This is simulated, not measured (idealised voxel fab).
Module name: voxel wiring stack (process module)
Square cells of 5 nm make up the cross-section cut, whose width is 210 nm.
If you're reading a cross-section in this doc, picture square cells in a grid; it comes to you as bands, top ones listed first down to the bottom, and a band can be one or more rows of cells. Basically the band line says how high the top is and how high the bottom is, in nm, and then what's in it from left to right, every material with its width in nm. Empty space shows up as "blank", and if a single material carries "everywhere" it runs the full band edge to edge. The level at which height equals 0 is the one under which the wafer, as it arrives, is entirely one material. No lower edge exists for the bottom band, which continues downward and is notated as in "from 0 down". When a width is written as two numbers, as in "30->40", the first number is the width in the top row of cells of the band and the second is the width in its bottom row, and the width changes by the same amount from each row to the next. "changes: none" after a step means that no cell of the cross-section changed. "Enclosed void catalog" - sealed voids, min. 8 cells, no opening to top; format: width x height at distance (distance from left edge; nm throughout). That trailing text on a step's line, after the settings, is the simulator's own remark on the step. overlay nm: mask right of planned place by this much (step with mask). Neg. = left.
Here's what the planned process steps look like:
1) RECEIVE with material Si
2) CONFORMAL_DEP with material SiO2, thk nm 15
3) CONFORMAL_DEP with material SiN, thk nm 5
4) DIRECTIONAL_DEP with material SiO2, thk nm 15
5) PATTERN with tone open, mask id METAL_1, material resist, width nm 25, pitch nm 50, thk nm 20, overlay nm 0
6) DIRECTIONAL_ETCH with etch materials SiO2, depth nm 15
7) DIRECTIONAL_ETCH with etch materials SiN, depth nm 5
8) STRIP with etch materials resist
9) CONFORMAL_DEP with material TiN, thk nm 5
10) FILL_DEP with material Cu, thk nm 5
11) CMP with height nm 35
12) CONFORMAL_DEP with material SiCN, thk nm 5
13) DIRECTIONAL_DEP with material lowk, thk nm 25
14) DIRECTIONAL_DEP with material aC, thk nm 10
15) PATTERN with tone open, mask id METAL_2_HOLES, material resist, width nm 15, pitch nm 50, thk nm 25, overlay nm 0
16) DIRECTIONAL_ETCH with etch materials aC, depth nm 10
17) STRIP with etch materials resist
18) DIRECTIONAL_ETCH with etch materials lowk, depth nm 25
19) STRIP with etch materials aC
20) PATTERN with tone open, mask id METAL_2, material resist, width nm 25, pitch nm 50, thk nm 20, overlay nm 0
21) DIRECTIONAL_ETCH with etch materials lowk, depth nm 15
22) DIRECTIONAL_ETCH with etch materials SiCN, depth nm 5
23) STRIP with etch materials resist
24) CONFORMAL_DEP with material TiN, thk nm 5
25) FILL_DEP with material Cu, thk nm 5
26) CMP with height nm 65
27) CONFORMAL_DEP with material SiCN, thk nm 5
28) DIRECTIONAL_DEP with material lowk, thk nm 30
29) MASKED_ETCH with tone open, mask id METAL_3, width nm 25, pitch nm 50, etch materials lowk, depth nm 15, overlay nm 0
30) DIRECTIONAL_DEP with material aC, thk nm 15
31) PATTERN with tone open, mask id METAL_3_HOLES, material resist, width nm 15, pitch nm 50, thk nm 30, overlay nm 0
32) DIRECTIONAL_ETCH with etch materials aC, depth nm 15
33) STRIP with etch materials resist
34) DIRECTIONAL_ETCH with etch materials lowk, depth nm 15
35) DIRECTIONAL_ETCH with etch materials SiCN, depth nm 5
36) STRIP with etch materials aC
37) CONFORMAL_DEP with material TiN, thk nm 5
38) FILL_DEP with material Cu, thk nm 10
39) CMP with height nm 100
40) CONFORMAL_DEP with material SiN, thk nm 5
Of two wafers, the first: run according to plan:
Incoming wafer, cross-sectional view, post step 1:
- from 0 down = Si everywhere
- Enclosed void catalog: none
You're looking at a cross-section of the wafer after step 2:
- from 15 to 0 = SiO2 everywhere
- Below 0, the layers are the same as they were.
You're looking at a cross-section of the wafer after step 3:
- from 20 to 15 = SiN everywhere
- Below 15, the layers are the same as they were.
You're looking at a cross-section of the wafer after step 4:
- from 35 to 20 = SiO2 everywhere
- Below 20, the layers are the same as they were.
You're looking at a cross-section of the wafer after step 5:
- from 55 to 35 = 65 nm resist, then 25 nm blank, then 25 nm resist, then 25 nm blank, then 70 nm resist
- Below 35, the layers are the same as they were.
You're looking at a cross-section of the wafer after step 6:
- from 55 to 35 = 65 nm resist, then 25 nm blank, then 25 nm resist, then 25 nm blank, then 70 nm resist
- from 35 to 20 = 65 nm SiO2, then 25 nm blank, then 25 nm SiO2, then 25 nm blank, then 70 nm SiO2
- Below 20, the layers are the same as they were.
You're looking at a cross-section of the wafer after step 7:
- from 55 to 35 = 65 nm resist, then 25 nm blank, then 25 nm resist, then 25 nm blank, then 70 nm resist
- from 35 to 20 = 65 nm SiO2, then 25 nm blank, then 25 nm SiO2, then 25 nm blank, then 70 nm SiO2
- from 20 to 15 = 65 nm SiN, then 25 nm blank, then 25 nm SiN, then 25 nm blank, then 70 nm SiN
- Below 15, the layers are the same as they were.
You're looking at a cross-section of the wafer after step 8:
- from 35 to 20 = 65 nm SiO2, then 25 nm blank, then 25 nm SiO2, then 25 nm blank, then 70 nm SiO2
- Below 20, the layers are the same as they were.
You're looking at a cross-section of the wafer after step 9:
- from 40 to 35 = 70 nm TiN, then 15 nm blank, then 35 nm TiN, then 15 nm blank, then 75 nm TiN
- from 35 to 20 = 65 nm SiO2, then 5 nm TiN, then 15 nm blank, then 5 nm TiN, then 25 nm SiO2, then 5 nm TiN, then 15 nm blank, then 5 nm TiN, then 70 nm SiO2
- from 20 to 15 = 65 nm SiN, then 25 nm TiN, then 25 nm SiN, then 25 nm TiN, then 70 nm SiN
- Below 15, the layers are the same as they were.
You're looking at a cross-section of the wafer after step 10:
- from 45 to 40 = Cu everywhere
- from 40 to 35 = 70 nm TiN, then 15 nm Cu, then 35 nm TiN, then 15 nm Cu, then 75 nm TiN
- from 35 to 20 = 65 nm SiO2, then 5 nm TiN, then 15 nm Cu, then 5 nm TiN, then 25 nm SiO2, then 5 nm TiN, then 15 nm Cu, then 5 nm TiN, then 70 nm SiO2
- Below 20, the layers are the same as they were.
You're looking at a cross-section of the wafer after step 11:
- from 35 to 20 = 65 nm SiO2, then 5 nm TiN, then 15 nm Cu, then 5 nm TiN, then 25 nm SiO2, then 5 nm TiN, then 15 nm Cu, then 5 nm TiN, then 70 nm SiO2
- Below 20, the layers are the same as they were.
You're looking at a cross-section of the wafer after step 12:
- from 40 to 35 = SiCN everywhere
- Below 35, the layers are the same as they were.
You're looking at a cross-section of the wafer after step 13:
- from 65 to 40 = lowk everywhere
- Below 40, the layers are the same as they were.
You're looking at a cross-section of the wafer after step 14:
- from 75 to 65 = aC everywhere
- Below 65, the layers are the same as they were.
You're looking at a cross-section of the wafer after step 15:
- from 100 to 75 = 65 nm resist, then 15 nm blank, then 35 nm resist, then 15 nm blank, then 80 nm resist
- Below 75, the layers are the same as they were.
You're looking at a cross-section of the wafer after step 16:
- from 90 to 75 = 65 nm resist, then 15 nm blank, then 35 nm resist, then 15 nm blank, then 80 nm resist
- from 75 to 65 = 65 nm aC, then 15 nm blank, then 35 nm aC, then 15 nm blank, then 80 nm aC
- Below 65, the layers are the same as they were.
You're looking at a cross-section of the wafer after step 17:
- from 75 to 65 = 65 nm aC, then 15 nm blank, then 35 nm aC, then 15 nm blank, then 80 nm aC
- Below 65, the layers are the same as they were.
You're looking at a cross-section of the wafer after step 18:
- from 75 to 65 = 65 nm aC, then 15 nm blank, then 35 nm aC, then 15 nm blank, then 80 nm aC
- from 65 to 40 = 65 nm lowk, then 15 nm blank, then 35 nm lowk, then 15 nm blank, then 80 nm lowk
- Below 40, the layers are the same as they were.
You're looking at a cross-section of the wafer after step 19:
- from 65 to 40 = 65 nm lowk, then 15 nm blank, then 35 nm lowk, then 15 nm blank, then 80 nm lowk
- Below 40, the layers are the same as they were.
You're looking at a cross-section of the wafer after step 20:
- from 85 to 65 = 65 nm resist, then 25 nm blank, then 25 nm resist, then 25 nm blank, then 70 nm resist
- Below 65, the layers are the same as they were.
You're looking at a cross-section of the wafer after step 21:
- from 85 to 65 = 65 nm resist, then 25 nm blank, then 25 nm resist, then 25 nm blank, then 70 nm resist
- from 65 to 50 = 65 nm lowk, then 25 nm blank, then 25 nm lowk, then 25 nm blank, then 70 nm lowk
- Below 50, the layers are the same as they were.
You're looking at a cross-section of the wafer after step 22:
- from 85 to 65 = 65 nm resist, then 25 nm blank, then 25 nm resist, then 25 nm blank, then 70 nm resist
- from 65 to 50 = 65 nm lowk, then 25 nm blank, then 25 nm lowk, then 25 nm blank, then 70 nm lowk
- from 50 to 40 = 65 nm lowk, then 15 nm blank, then 35 nm lowk, then 15 nm blank, then 80 nm lowk
- from 40 to 35 = 65 nm SiCN, then 15 nm blank, then 35 nm SiCN, then 15 nm blank, then 80 nm SiCN
- Below 35, the layers are the same as they were.
You're looking at a cross-section of the wafer after step 23:
- from 65 to 50 = 65 nm lowk, then 25 nm blank, then 25 nm lowk, then 25 nm blank, then 70 nm lowk
- Below 50, the layers are the same as they were.
You're looking at a cross-section of the wafer after step 24:
- from 70 to 65 = 70 nm TiN, then 15 nm blank, then 35 nm TiN, then 15 nm blank, then 75 nm TiN
- from 65 to 55 = 65 nm lowk, then 5 nm TiN, then 15 nm blank, then 5 nm TiN, then 25 nm lowk, then 5 nm TiN, then 15 nm blank, then 5 nm TiN, then 70 nm lowk
- from 55 to 50 = 65 nm lowk, then 5 nm TiN, then 5 nm blank, then 15 nm TiN, then 25 nm lowk, then 5 nm TiN, then 5 nm blank, then 15 nm TiN, then 70 nm lowk
- from 50 to 40 = 65 nm lowk, then 5 nm TiN, then 5 nm blank, then 5 nm TiN, then 35 nm lowk, then 5 nm TiN, then 5 nm blank, then 5 nm TiN, then 80 nm lowk
- from 40 to 35 = 65 nm SiCN, then 15 nm TiN, then 35 nm SiCN, then 15 nm TiN, then 80 nm SiCN
- Below 35, the layers are the same as they were.
You're looking at a cross-section of the wafer after step 25:
- from 75 to 70 = Cu everywhere
- from 70 to 65 = 70 nm TiN, then 15 nm Cu, then 35 nm TiN, then 15 nm Cu, then 75 nm TiN
- from 65 to 55 = 65 nm lowk, then 5 nm TiN, then 15 nm Cu, then 5 nm TiN, then 25 nm lowk, then 5 nm TiN, then 15 nm Cu, then 5 nm TiN, then 70 nm lowk
- from 55 to 50 = 65 nm lowk, then 5 nm TiN, then 5 nm Cu, then 15 nm TiN, then 25 nm lowk, then 5 nm TiN, then 5 nm Cu, then 15 nm TiN, then 70 nm lowk
- from 50 to 40 = 65 nm lowk, then 5 nm TiN, then 5 nm Cu, then 5 nm TiN, then 35 nm lowk, then 5 nm TiN, then 5 nm Cu, then 5 nm TiN, then 80 nm lowk
- Below 40, the layers are the same as they were.
You're looking at a cross-section of the wafer after step 26:
- from 65 to 55 = 65 nm lowk, then 5 nm TiN, then 15 nm Cu, then 5 nm TiN, then 25 nm lowk, then 5 nm TiN, then 15 nm Cu, then 5 nm TiN, then 70 nm lowk
- Below 55, the layers are the same as they were.
You're looking at a cross-section of the wafer after step 27:
- from 70 to 65 = SiCN everywhere
- Below 65, the layers are the same as they were.
You're looking at a cross-section of the wafer after step 28:
- from 100 to 70 = lowk everywhere
- Below 70, the layers are the same as they were.
You're looking at a cross-section of the wafer after step 29:
- from 100 to 85 = 65 nm lowk, then 25 nm blank, then 25 nm lowk, then 25 nm blank, then 70 nm lowk
- Below 85, the layers are the same as they were.
You're looking at a cross-section of the wafer after step 30:
- from 115 to 100 = 65 nm aC, then 25 nm blank, then 25 nm aC, then 25 nm blank, then 70 nm aC
- from 100 to 85 = 65 nm lowk, then 25 nm aC, then 25 nm lowk, then 25 nm aC, then 70 nm lowk
- Below 85, the layers are the same as they were.
You're looking at a cross-section of the wafer after step 31:
- from 145 to 115 = 65 nm resist, then 15 nm blank, then 35 nm resist, then 15 nm blank, then 80 nm resist
- from 115 to 100 = 65 nm aC, then 15 nm blank, then 10 nm resist, then 25 nm aC, then 15 nm blank, then 10 nm resist, then 70 nm aC
- Below 100, the layers are the same as they were.
You're looking at a cross-section of the wafer after step 32:
- from 130 to 115 = 65 nm resist, then 15 nm blank, then 35 nm resist, then 15 nm blank, then 80 nm resist
- from 115 to 100 = 65 nm aC, then 15 nm blank, then 10 nm resist, then 25 nm aC, then 15 nm blank, then 10 nm resist, then 70 nm aC
- from 100 to 85 = 65 nm lowk, then 15 nm blank, then 10 nm aC, then 25 nm lowk, then 15 nm blank, then 10 nm aC, then 70 nm lowk
- Below 85, the layers are the same as they were.
You're looking at a cross-section of the wafer after step 33:
- from 115 to 100 = 65 nm aC, then 25 nm blank, then 25 nm aC, then 25 nm blank, then 70 nm aC
- Below 100, the layers are the same as they were.
You're looking at a cross-section of the wafer after step 34:
- from 115 to 100 = 65 nm aC, then 25 nm blank, then 25 nm aC, then 25 nm blank, then 70 nm aC
- from 100 to 85 = 65 nm lowk, then 15 nm blank, then 10 nm aC, then 25 nm lowk, then 15 nm blank, then 10 nm aC, then 70 nm lowk
- from 85 to 70 = 65 nm lowk, then 15 nm blank, then 35 nm lowk, then 15 nm blank, then 80 nm lowk
- Below 70, the layers are the same as they were.
You're looking at a cross-section of the wafer after step 35:
- from 115 to 100 = 65 nm aC, then 25 nm blank, then 25 nm aC, then 25 nm blank, then 70 nm aC
- from 100 to 85 = 65 nm lowk, then 15 nm blank, then 10 nm aC, then 25 nm lowk, then 15 nm blank, then 10 nm aC, then 70 nm lowk
- from 85 to 70 = 65 nm lowk, then 15 nm blank, then 35 nm lowk, then 15 nm blank, then 80 nm lowk
- from 70 to 65 = 65 nm SiCN, then 15 nm blank, then 35 nm SiCN, then 15 nm blank, then 80 nm SiCN
- Below 65, the layers are the same as they were.
You're looking at a cross-section of the wafer after step 36:
- from 100 to 85 = 65 nm lowk, then 25 nm blank, then 25 nm lowk, then 25 nm blank, then 70 nm lowk
- Below 85, the layers are the same as they were.
You're looking at a cross-section of the wafer after step 37:
- from 105 to 100 = 70 nm TiN, then 15 nm blank, then 35 nm TiN, then 15 nm blank, then 75 nm TiN
- from 100 to 90 = 65 nm lowk, then 5 nm TiN, then 15 nm blank, then 5 nm TiN, then 25 nm lowk, then 5 nm TiN, then 15 nm blank, then 5 nm TiN, then 70 nm lowk
- from 90 to 85 = 65 nm lowk, then 5 nm TiN, then 5 nm blank, then 15 nm TiN, then 25 nm lowk, then 5 nm TiN, then 5 nm blank, then 15 nm TiN, then 70 nm lowk
- from 85 to 70 = 65 nm lowk, then 5 nm TiN, then 5 nm blank, then 5 nm TiN, then 35 nm lowk, then 5 nm TiN, then 5 nm blank, then 5 nm TiN, then 80 nm lowk
- from 70 to 65 = 65 nm SiCN, then 15 nm TiN, then 35 nm SiCN, then 15 nm TiN, then 80 nm SiCN
- Below 65, the layers are the same as they were.
You're looking at a cross-section of the wafer after step 38:
- from 115 to 105 = Cu everywhere
- from 105 to 100 = 70 nm TiN, then 15 nm Cu, then 35 nm TiN, then 15 nm Cu, then 75 nm TiN
- from 100 to 90 = 65 nm lowk, then 5 nm TiN, then 15 nm Cu, then 5 nm TiN, then 25 nm lowk, then 5 nm TiN, then 15 nm Cu, then 5 nm TiN, then 70 nm lowk
- from 90 to 85 = 65 nm lowk, then 5 nm TiN, then 5 nm Cu, then 15 nm TiN, then 25 nm lowk, then 5 nm TiN, then 5 nm Cu, then 15 nm TiN, then 70 nm lowk
- from 85 to 70 = 65 nm lowk, then 5 nm TiN, then 5 nm Cu, then 5 nm TiN, then 35 nm lowk, then 5 nm TiN, then 5 nm Cu, then 5 nm TiN, then 80 nm lowk
- Below 70, the layers are the same as they were.
You're looking at a cross-section of the wafer after step 39:
- from 100 to 90 = 65 nm lowk, then 5 nm TiN, then 15 nm Cu, then 5 nm TiN, then 25 nm lowk, then 5 nm TiN, then 15 nm Cu, then 5 nm TiN, then 70 nm lowk
- Below 90, the layers are the same as they were.
You're looking at a cross-section of the wafer after step 40:
- from 105 to 100 = SiN everywhere
- Below 100, the layers are the same as they were.
Regarding the second of the two wafers: it shared the first wafer's starting condition and process plan, yet one error occurred during its execution. Its history coincides with that of the first wafer up to and including step 2:
Second wafer at the planned finish of step 3, seen in cross-section: changes: none
Second wafer at the planned finish of step 4, seen in cross-section:
- from 30 to 0 = SiO2 everywhere
- Below 0, the layers are the same as they were.
Second wafer at the planned finish of step 5, seen in cross-section:
- from 50 to 30 = 65 nm resist, then 25 nm blank, then 25 nm resist, then 25 nm blank, then 70 nm resist
- Below 30, the layers are the same as they were.
Second wafer at the planned finish of step 6, seen in cross-section:
- from 50 to 30 = 65 nm resist, then 25 nm blank, then 25 nm resist, then 25 nm blank, then 70 nm resist
- from 30 to 15 = 65 nm SiO2, then 25 nm blank, then 25 nm SiO2, then 25 nm blank, then 70 nm SiO2
- Below 15, the layers are the same as they were.
Second wafer at the planned finish of step 7, seen in cross-section: changes: none
Second wafer at the planned finish of step 8, seen in cross-section:
- from 30 to 15 = 65 nm SiO2, then 25 nm blank, then 25 nm SiO2, then 25 nm blank, then 70 nm SiO2
- Below 15, the layers are the same as they were.
Second wafer at the planned finish of step 9, seen in cross-section:
- from 35 to 30 = 70 nm TiN, then 15 nm blank, then 35 nm TiN, then 15 nm blank, then 75 nm TiN
- from 30 to 20 = 65 nm SiO2, then 5 nm TiN, then 15 nm blank, then 5 nm TiN, then 25 nm SiO2, then 5 nm TiN, then 15 nm blank, then 5 nm TiN, then 70 nm SiO2
- from 20 to 15 = 65 nm SiO2, then 25 nm TiN, then 25 nm SiO2, then 25 nm TiN, then 70 nm SiO2
- Below 15, the layers are the same as they were.
Second wafer at the planned finish of step 10, seen in cross-section:
- from 40 to 35 = Cu everywhere
- from 35 to 30 = 70 nm TiN, then 15 nm Cu, then 35 nm TiN, then 15 nm Cu, then 75 nm TiN
- from 30 to 20 = 65 nm SiO2, then 5 nm TiN, then 15 nm Cu, then 5 nm TiN, then 25 nm SiO2, then 5 nm TiN, then 15 nm Cu, then 5 nm TiN, then 70 nm SiO2
- Below 20, the layers are the same as they were.
Second wafer at the planned finish of step 11, seen in cross-section:
- from 35 to 30 = 70 nm TiN, then 15 nm Cu, then 35 nm TiN, then 15 nm Cu, then 75 nm TiN
- Below 30, the layers are the same as they were.
Second wafer at the planned finish of step 12, seen in cross-section:
- from 40 to 35 = SiCN everywhere
- Below 35, the layers are the same as they were.
Second wafer at the planned finish of step 13, seen in cross-section:
- from 65 to 40 = lowk everywhere
- Below 40, the layers are the same as they were.
Second wafer at the planned finish of step 14, seen in cross-section:
- from 75 to 65 = aC everywhere
- Below 65, the layers are the same as they were.
Second wafer at the planned finish of step 15, seen in cross-section:
- from 100 to 75 = 65 nm resist, then 15 nm blank, then 35 nm resist, then 15 nm blank, then 80 nm resist
- Below 75, the layers are the same as they were.
Second wafer at the planned finish of step 16, seen in cross-section:
- from 90 to 75 = 65 nm resist, then 15 nm blank, then 35 nm resist, then 15 nm blank, then 80 nm resist
- from 75 to 65 = 65 nm aC, then 15 nm blank, then 35 nm aC, then 15 nm blank, then 80 nm aC
- Below 65, the layers are the same as they were.
Second wafer at the planned finish of step 17, seen in cross-section:
- from 75 to 65 = 65 nm aC, then 15 nm blank, then 35 nm aC, then 15 nm blank, then 80 nm aC
- Below 65, the layers are the same as they were.
Second wafer at the planned finish of step 18, seen in cross-section:
- from 75 to 65 = 65 nm aC, then 15 nm blank, then 35 nm aC, then 15 nm blank, then 80 nm aC
- from 65 to 40 = 65 nm lowk, then 15 nm blank, then 35 nm lowk, then 15 nm blank, then 80 nm lowk
- Below 40, the layers are the same as they were.
Second wafer at the planned finish of step 19, seen in cross-section:
- from 65 to 40 = 65 nm lowk, then 15 nm blank, then 35 nm lowk, then 15 nm blank, then 80 nm lowk
- Below 40, the layers are the same as they were.
Second wafer at the planned finish of step 20, seen in cross-section:
- from 85 to 65 = 65 nm resist, then 25 nm blank, then 25 nm resist, then 25 nm blank, then 70 nm resist
- Below 65, the layers are the same as they were.
Second wafer at the planned finish of step 21, seen in cross-section:
- from 85 to 65 = 65 nm resist, then 25 nm blank, then 25 nm resist, then 25 nm blank, then 70 nm resist
- from 65 to 50 = 65 nm lowk, then 25 nm blank, then 25 nm lowk, then 25 nm blank, then 70 nm lowk
- Below 50, the layers are the same as they were.
Second wafer at the planned finish of step 22, seen in cross-section:
- from 85 to 65 = 65 nm resist, then 25 nm blank, then 25 nm resist, then 25 nm blank, then 70 nm resist
- from 65 to 50 = 65 nm lowk, then 25 nm blank, then 25 nm lowk, then 25 nm blank, then 70 nm lowk
- from 50 to 40 = 65 nm lowk, then 15 nm blank, then 35 nm lowk, then 15 nm blank, then 80 nm lowk
- from 40 to 35 = 65 nm SiCN, then 15 nm blank, then 35 nm SiCN, then 15 nm blank, then 80 nm SiCN
- Below 35, the layers are the same as they were.
Second wafer at the planned finish of step 23, seen in cross-section:
- from 65 to 50 = 65 nm lowk, then 25 nm blank, then 25 nm lowk, then 25 nm blank, then 70 nm lowk
- Below 50, the layers are the same as they were.
Second wafer at the planned finish of step 24, seen in cross-section:
- from 70 to 65 = 70 nm TiN, then 15 nm blank, then 35 nm TiN, then 15 nm blank, then 75 nm TiN
- from 65 to 55 = 65 nm lowk, then 5 nm TiN, then 15 nm blank, then 5 nm TiN, then 25 nm lowk, then 5 nm TiN, then 15 nm blank, then 5 nm TiN, then 70 nm lowk
- from 55 to 50 = 65 nm lowk, then 5 nm TiN, then 5 nm blank, then 15 nm TiN, then 25 nm lowk, then 5 nm TiN, then 5 nm blank, then 15 nm TiN, then 70 nm lowk
- from 50 to 40 = 65 nm lowk, then 5 nm TiN, then 5 nm blank, then 5 nm TiN, then 35 nm lowk, then 5 nm TiN, then 5 nm blank, then 5 nm TiN, then 80 nm lowk
- from 40 to 35 = 65 nm SiCN, then 15 nm TiN, then 35 nm SiCN, then 15 nm TiN, then 80 nm SiCN
- Below 35, the layers are the same as they were.
Second wafer at the planned finish of step 25, seen in cross-section:
- from 75 to 70 = Cu everywhere
- from 70 to 65 = 70 nm TiN, then 15 nm Cu, then 35 nm TiN, then 15 nm Cu, then 75 nm TiN
- from 65 to 55 = 65 nm lowk, then 5 nm TiN, then 15 nm Cu, then 5 nm TiN, then 25 nm lowk, then 5 nm TiN, then 15 nm Cu, then 5 nm TiN, then 70 nm lowk
- from 55 to 50 = 65 nm lowk, then 5 nm TiN, then 5 nm Cu, then 15 nm TiN, then 25 nm lowk, then 5 nm TiN, then 5 nm Cu, then 15 nm TiN, then 70 nm lowk
- from 50 to 40 = 65 nm lowk, then 5 nm TiN, then 5 nm Cu, then 5 nm TiN, then 35 nm lowk, then 5 nm TiN, then 5 nm Cu, then 5 nm TiN, then 80 nm lowk
- Below 40, the layers are the same as they were.
Second wafer at the planned finish of step 26, seen in cross-section:
- from 65 to 55 = 65 nm lowk, then 5 nm TiN, then 15 nm Cu, then 5 nm TiN, then 25 nm lowk, then 5 nm TiN, then 15 nm Cu, then 5 nm TiN, then 70 nm lowk
- Below 55, the layers are the same as they were.
Second wafer at the planned finish of step 27, seen in cross-section:
- from 70 to 65 = SiCN everywhere
- Below 65, the layers are the same as they were.
Second wafer at the planned finish of step 28, seen in cross-section:
- from 100 to 70 = lowk everywhere
- Below 70, the layers are the same as they were.
Second wafer at the planned finish of step 29, seen in cross-section:
- from 100 to 85 = 65 nm lowk, then 25 nm blank, then 25 nm lowk, then 25 nm blank, then 70 nm lowk
- Below 85, the layers are the same as they were.
Second wafer at the planned finish of step 30, seen in cross-section:
- from 115 to 100 = 65 nm aC, then 25 nm blank, then 25 nm aC, then 25 nm blank, then 70 nm aC
- from 100 to 85 = 65 nm lowk, then 25 nm aC, then 25 nm lowk, then 25 nm aC, then 70 nm lowk
- Below 85, the layers are the same as they were.
Second wafer at the planned finish of step 31, seen in cross-section:
- from 145 to 115 = 65 nm resist, then 15 nm blank, then 35 nm resist, then 15 nm blank, then 80 nm resist
- from 115 to 100 = 65 nm aC, then 15 nm blank, then 10 nm resist, then 25 nm aC, then 15 nm blank, then 10 nm resist, then 70 nm aC
- Below 100, the layers are the same as they were.
Second wafer at the planned finish of step 32, seen in cross-section:
- from 130 to 115 = 65 nm resist, then 15 nm blank, then 35 nm resist, then 15 nm blank, then 80 nm resist
- from 115 to 100 = 65 nm aC, then 15 nm blank, then 10 nm resist, then 25 nm aC, then 15 nm blank, then 10 nm resist, then 70 nm aC
- from 100 to 85 = 65 nm lowk, then 15 nm blank, then 10 nm aC, then 25 nm lowk, then 15 nm blank, then 10 nm aC, then 70 nm lowk
- Below 85, the layers are the same as they were.
Second wafer at the planned finish of step 33, seen in cross-section:
- from 115 to 100 = 65 nm aC, then 25 nm blank, then 25 nm aC, then 25 nm blank, then 70 nm aC
- Below 100, the layers are the same as they were.
Second wafer at the planned finish of step 34, seen in cross-section:
- from 115 to 100 = 65 nm aC, then 25 nm blank, then 25 nm aC, then 25 nm blank, then 70 nm aC
- from 100 to 85 = 65 nm lowk, then 15 nm blank, then 10 nm aC, then 25 nm lowk, then 15 nm blank, then 10 nm aC, then 70 nm lowk
- from 85 to 70 = 65 nm lowk, then 15 nm blank, then 35 nm lowk, then 15 nm blank, then 80 nm lowk
- Below 70, the layers are the same as they were.
Second wafer at the planned finish of step 35, seen in cross-section:
- from 115 to 100 = 65 nm aC, then 25 nm blank, then 25 nm aC, then 25 nm blank, then 70 nm aC
- from 100 to 85 = 65 nm lowk, then 15 nm blank, then 10 nm aC, then 25 nm lowk, then 15 nm blank, then 10 nm aC, then 70 nm lowk
- from 85 to 70 = 65 nm lowk, then 15 nm blank, then 35 nm lowk, then 15 nm blank, then 80 nm lowk
- from 70 to 65 = 65 nm SiCN, then 15 nm blank, then 35 nm SiCN, then 15 nm blank, then 80 nm SiCN
- Below 65, the layers are the same as they were.
Second wafer at the planned finish of step 36, seen in cross-section:
- from 100 to 85 = 65 nm lowk, then 25 nm blank, then 25 nm lowk, then 25 nm blank, then 70 nm lowk
- Below 85, the layers are the same as they were.
Second wafer at the planned finish of step 37, seen in cross-section:
- from 105 to 100 = 70 nm TiN, then 15 nm blank, then 35 nm TiN, then 15 nm blank, then 75 nm TiN
- from 100 to 90 = 65 nm lowk, then 5 nm TiN, then 15 nm blank, then 5 nm TiN, then 25 nm lowk, then 5 nm TiN, then 15 nm blank, then 5 nm TiN, then 70 nm lowk
- from 90 to 85 = 65 nm lowk, then 5 nm TiN, then 5 nm blank, then 15 nm TiN, then 25 nm lowk, then 5 nm TiN, then 5 nm blank, then 15 nm TiN, then 70 nm lowk
- from 85 to 70 = 65 nm lowk, then 5 nm TiN, then 5 nm blank, then 5 nm TiN, then 35 nm lowk, then 5 nm TiN, then 5 nm blank, then 5 nm TiN, then 80 nm lowk
- from 70 to 65 = 65 nm SiCN, then 15 nm TiN, then 35 nm SiCN, then 15 nm TiN, then 80 nm SiCN
- Below 65, the layers are the same as they were.
Second wafer at the planned finish of step 38, seen in cross-section:
- from 115 to 105 = Cu everywhere
- from 105 to 100 = 70 nm TiN, then 15 nm Cu, then 35 nm TiN, then 15 nm Cu, then 75 nm TiN
- from 100 to 90 = 65 nm lowk, then 5 nm TiN, then 15 nm Cu, then 5 nm TiN, then 25 nm lowk, then 5 nm TiN, then 15 nm Cu, then 5 nm TiN, then 70 nm lowk
- from 90 to 85 = 65 nm lowk, then 5 nm TiN, then 5 nm Cu, then 15 nm TiN, then 25 nm lowk, then 5 nm TiN, then 5 nm Cu, then 15 nm TiN, then 70 nm lowk
- from 85 to 70 = 65 nm lowk, then 5 nm TiN, then 5 nm Cu, then 5 nm TiN, then 35 nm lowk, then 5 nm TiN, then 5 nm Cu, then 5 nm TiN, then 80 nm lowk
- Below 70, the layers are the same as they were.
Second wafer at the planned finish of step 39, seen in cross-section:
- from 100 to 90 = 65 nm lowk, then 5 nm TiN, then 15 nm Cu, then 5 nm TiN, then 25 nm lowk, then 5 nm TiN, then 15 nm Cu, then 5 nm TiN, then 70 nm lowk
- Below 90, the layers are the same as they were.
Second wafer at the planned finish of step 40, seen in cross-section:
- from 105 to 100 = SiN everywhere
- Below 100, the layers are the same as they were.
Where did the run depart from the plan? plan step 3 skipped
Bottom line after processing is that, in cells, the second wafer is up or down on some materials versus the first: -32 SiN; +32 TiN
